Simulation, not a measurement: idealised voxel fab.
This section sets out a process module, namely voxel wiring stack.
We display cut, a cross-section 165 nm in width whose square cells are each 5 nm.
Think of the cross-section as a grid of square cells. We describe it in bands, top to bottom, and each band covers one or more rows of those cells.
The band entry comprises the height of the band's top followed by the height of its bottom, expressed in nm, and subsequently the band's materials from left to right, each stated together with its width in nm. Where a single material is marked with the word "full width", that material fills the band from edge to edge. The word "air" represents empty space.
Zero point of the height axis is 0; under it, received wafer = one material. Lowest band: continues down indefinitely, "0 -> down".
Width: "30->40" (first number = top row, second number = bottom row, same change from row to row of cells).
When a step is marked "no modifications", none of the cells in the cross-section changed during that step.
"closed voids" enumerates empty spaces isolated from the top, with no open way to it, that contain at least 8 cells, giving each as width x height at distance from the left edge, all three in nm.
after a step's settings: what the simulator itself notes on the step
overlay nm: mask offset rightward from planned place, masked step; negative means leftward offset.

Below is the list of planned process steps:
1: RECEIVE [material Si]
2: CONFORMAL_DEP [material SiO2] [thk nm 10]
3: CONFORMAL_DEP [material SiCN] [thk nm 5]
4: DIRECTIONAL_DEP [material lowk] [thk nm 25]
5: PATTERN [tone open] [mask id METAL_1] [material resist] [width nm 20] [pitch nm 45] [thk nm 20] [overlay nm 0]
6: DIRECTIONAL_ETCH [etch materials lowk] [depth nm 25]
7: DIRECTIONAL_ETCH [etch materials SiCN] [depth nm 5]
8: STRIP [etch materials resist]
9: CONFORMAL_DEP [material TiN] [thk nm 5]
10: FILL_DEP [material Ru] [thk nm 5]
11: CMP [height nm 40]
12: EPI [material Ru] [thk nm 5]
13: FILL_DEP [material SiCN] [thk nm 5]
14: DIRECTIONAL_DEP [material SiO2] [thk nm 35]
15: MASKED_ETCH [tone open] [mask id METAL_2_HOLES] [width nm 15] [pitch nm 45] [etch materials SiO2] [depth nm 35] [overlay nm 0]
16: MASKED_ETCH [tone open] [mask id METAL_2] [width nm 20] [pitch nm 45] [etch materials SiO2] [depth nm 20] [overlay nm 0]
17: MASKED_ETCH [tone open] [mask id METAL_2] [width nm 20] [pitch nm 45] [etch materials SiCN] [depth nm 5] [overlay nm 0]
18: CONFORMAL_DEP [material TiN] [thk nm 5]
19: FILL_DEP [material Cu] [thk nm 10]
20: CMP [height nm 85]
21: CONFORMAL_DEP [material SiN] [thk nm 5]

Incoming wafer, cross-sectional view, post step 1:
> 0 -> down  Si full width
> closed voids: none

End-of-module XS, first of two wafers, run as planned:
> 90 -> 85  SiN full width
> 85 -> 70  SiO2: 50  TiN: 5  Cu: 10  TiN: 5  SiO2: 25  TiN: 5  Cu: 10  TiN: 5  SiO2: 50
> 70 -> 65  SiO2: 50  TiN: 5  Cu: 5  TiN: 10  SiO2: 25  TiN: 5  Cu: 5  TiN: 10  SiO2: 50
> 65 -> 50  SiO2: 50  TiN: 5  Cu: 5  TiN: 5  SiO2: 30  TiN: 5  Cu: 5  TiN: 5  SiO2: 55
> 50 -> 45  SiCN: 50  TiN: 15  SiCN: 30  TiN: 15  SiCN: 55
> 45 -> 40  SiCN: 45  Ru: 30  SiCN: 15  Ru: 30  SiCN: 45
> 40 -> 15  lowk: 50  TiN: 5  Ru: 10  TiN: 5  lowk: 25  TiN: 5  Ru: 10  TiN: 5  lowk: 50
> 15 -> 10  SiCN: 50  TiN: 20  SiCN: 25  TiN: 20  SiCN: 50
> 10 -> 0  SiO2 full width
> 0 -> down  Si full width
> closed voids: none

Second of two wafers, module complete, sectioned: it shares the first wafer's start and plan but was run with one mistake:
> 90 -> 85  SiN full width
> 85 -> 70  SiO2: 50  lowk: 5  Cu: 10  lowk: 5  SiO2: 25  lowk: 5  Cu: 10  lowk: 5  SiO2: 50
> 70 -> 65  SiO2: 50  lowk: 5  Cu: 5  lowk: 10  SiO2: 25  lowk: 5  Cu: 5  lowk: 10  SiO2: 50
> 65 -> 50  SiO2: 50  lowk: 5  Cu: 5  lowk: 5  SiO2: 30  lowk: 5  Cu: 5  lowk: 5  SiO2: 55
> 50 -> 45  SiCN: 50  lowk: 15  SiCN: 30  lowk: 15  SiCN: 55
> 45 -> 40  SiCN: 45  Ru: 30  SiCN: 15  Ru: 30  SiCN: 45
> 40 -> 15  lowk: 50  TiN: 5  Ru: 10  TiN: 5  lowk: 25  TiN: 5  Ru: 10  TiN: 5  lowk: 50
> 15 -> 10  SiCN: 50  TiN: 20  SiCN: 25  TiN: 20  SiCN: 50
> 10 -> 0  SiO2 full width
> 0 -> down  Si full width
> closed voids: none
What was the processing mistake? step 18 was processed under conditions differing from the plan, specifically as CONFORMAL_DEP [material lowk] [thk nm 5]
The second wafer ends with more or fewer cells of some materials than the first, per final count: TiN -36, lowk +36
